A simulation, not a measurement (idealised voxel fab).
Proc. module: voxel capacitor over wiring
240 nm wide, 5 nm square cells: that's cross-section cut.
Think of the cross-section as a grid of square cells. We describe it in bands, top to bottom, and each band covers one or more rows of those cells.
The entry gives the band's vertical extent as a top height and a bottom height in nm, then its horizontal make-up as materials from left to right, each with a width in nm. "blank" stands for empty space; a single material marked "full width" fills the band edge to edge.
Heights from 0 (as-received wafer is one material below). Bottom band endless downward, as "0 down".
Top row gets the first number, bottom row gets the second, and each row in between changes by the same step: that is how a band width like "30->40" works.
Key: "remains unaltered" - step with no changed cell in the cross-section.
Basically, "Cavities, sealed" tells you about the enclosed voids: empty spaces with no open way to the top, 8 cells or bigger, each written width x height at distance, where distance is from the left edge, all in nm.
Text after the settings on a step's line: the simulator's own remark on that step.
The optional step-line setting "overlay nm" applies to steps with a mask and quantifies how far to the right of its planned location the mask lay, a negative value indicating leftward placement.
**Steps planned for the process**
1) RECEIVE with material Si
2) CONFORMAL_DEP with material SiO2, thk nm 15
3) DIRECTIONAL_DEP with material TiN, thk nm 5
4) DIRECTIONAL_DEP with material W, thk nm 25
5) MASKED_ETCH with tone cover, mask id METAL_1, width nm 20, pitch nm 80, etch materials W, depth nm 25, overlay nm 0
6) MASKED_ETCH with tone cover, mask id METAL_1, width nm 20, pitch nm 80, etch materials TiN, depth nm 5, overlay nm 0
7) CONFORMAL_DEP with material SiN, thk nm 5
8) FILL_DEP with material lowk, thk nm 10
9) CMP with height nm 45
10) CONFORMAL_DEP with material SiCN, thk nm 5
11) DIRECTIONAL_DEP with material SiO2, thk nm 10
12) MASKED_ETCH with tone open, mask id PLUG_1, width nm 15, etch materials SiO2, depth nm 10, overlay nm 0
13) MASKED_ETCH with tone open, mask id PLUG_1, width nm 15, etch materials SiCN, depth nm 5, overlay nm 0
14) EPI with material Ru, thk nm 10
15) EPI with material Ru, thk nm 5
16) DIRECTIONAL_DEP with material TiN, thk nm 5
17) DIRECTIONAL_DEP with material Al2O3, thk nm 5
18) DIRECTIONAL_DEP with material TiN, thk nm 10
19) PATTERN with tone cover, mask id UPPER_PLATE, material resist, width nm 65, thk nm 20, overlay nm 0
20) DIRECTIONAL_ETCH with etch materials TiN, depth nm 10
21) DIRECTIONAL_ETCH with etch materials Al2O3, depth nm 5
22) STRIP with etch materials resist
23) PATTERN with tone cover, mask id LOWER_PLATE, material resist, width nm 75, thk nm 15, overlay nm 0
24) DIRECTIONAL_ETCH with etch materials TiN, depth nm 5
25) STRIP with etch materials resist
26) FILL_DEP with material SiO2, thk nm 15
27) CMP with height nm 90
28) PATTERN with tone open, mask id PLUG_2, material resist, width nm 15, thk nm 20, overlay nm 0
29) DIRECTIONAL_ETCH with etch materials SiO2, depth nm 10
30) STRIP with etch materials resist
31) CONFORMAL_DEP with material TiN, thk nm 5
32) FILL_DEP with material Cu, thk nm 10
33) CMP with height nm 90
34) CONFORMAL_DEP with material SiN, thk nm 5
**Shown in cross-section is the wafer as received, that is, as it stands after step 1**
    0 down: Si full width
    Cavities, sealed: none
**Module complete - cross-section of the first of two wafers, run according to plan**
    95 to 90: SiN full width
    90 to 85: SiO2 85, then TiN 5, then Cu 5, then TiN 5, then SiO2 140
    85 to 80: SiO2 85, then TiN 15, then SiO2 140
    80 to 70: SiO2 75, then TiN 65, then SiO2 100
    70 to 65: SiO2 75, then Al2O3 65, then SiO2 100
    65 to 60: SiO2 70, then TiN 75, then SiO2 95
    60 to 50: SiO2 75, then Ru 15, then SiO2 150
    50 to 45: SiCN 75, then Ru 15, then SiCN 150
    45 to 20: lowk 65, then SiN 5, then W 20, then SiN 5, then lowk 50, then SiN 5, then W 20, then SiN 5, then lowk 65
    20 to 15: SiN 70, then TiN 20, then SiN 60, then TiN 20, then SiN 70
    15 to 0: SiO2 full width
    0 down: Si full width
    Cavities, sealed: none
**Same start, same plan as the first wafer - but one mistake in the run. Cross-section of the second of the two at the end of the module**
    95 to 90: SiN full width
    90 to 85: SiO2 85, then TiN 5, then Cu 5, then TiN 5, then SiO2 140
    85 to 80: SiO2 85, then TiN 15, then SiO2 140
    80 to 75: SiO2 full width
    75 to 65: SiO2 75, then TiN 65, then SiO2 100
    65 to 60: SiO2 75, then Al2O3 65, then SiO2 100
    60 to 50: SiO2 75, then Ru 15, then SiO2 150
    50 to 45: SiCN 75, then Ru 15, then SiCN 150
    45 to 20: lowk 65, then SiN 5, then W 20, then SiN 5, then lowk 50, then SiN 5, then W 20, then SiN 5, then lowk 65
    20 to 15: SiN 70, then TiN 20, then SiN 60, then TiN 20, then SiN 70
    15 to 0: SiO2 full width
    0 down: Si full width
    Cavities, sealed: none
What was done differently from what was planned? step 16 of the plan was omitted and not executed
Per the end-of-run cell counts, the second wafer holds more or fewer of some materials than the first: 15 more of SiO2; 15 fewer of TiN
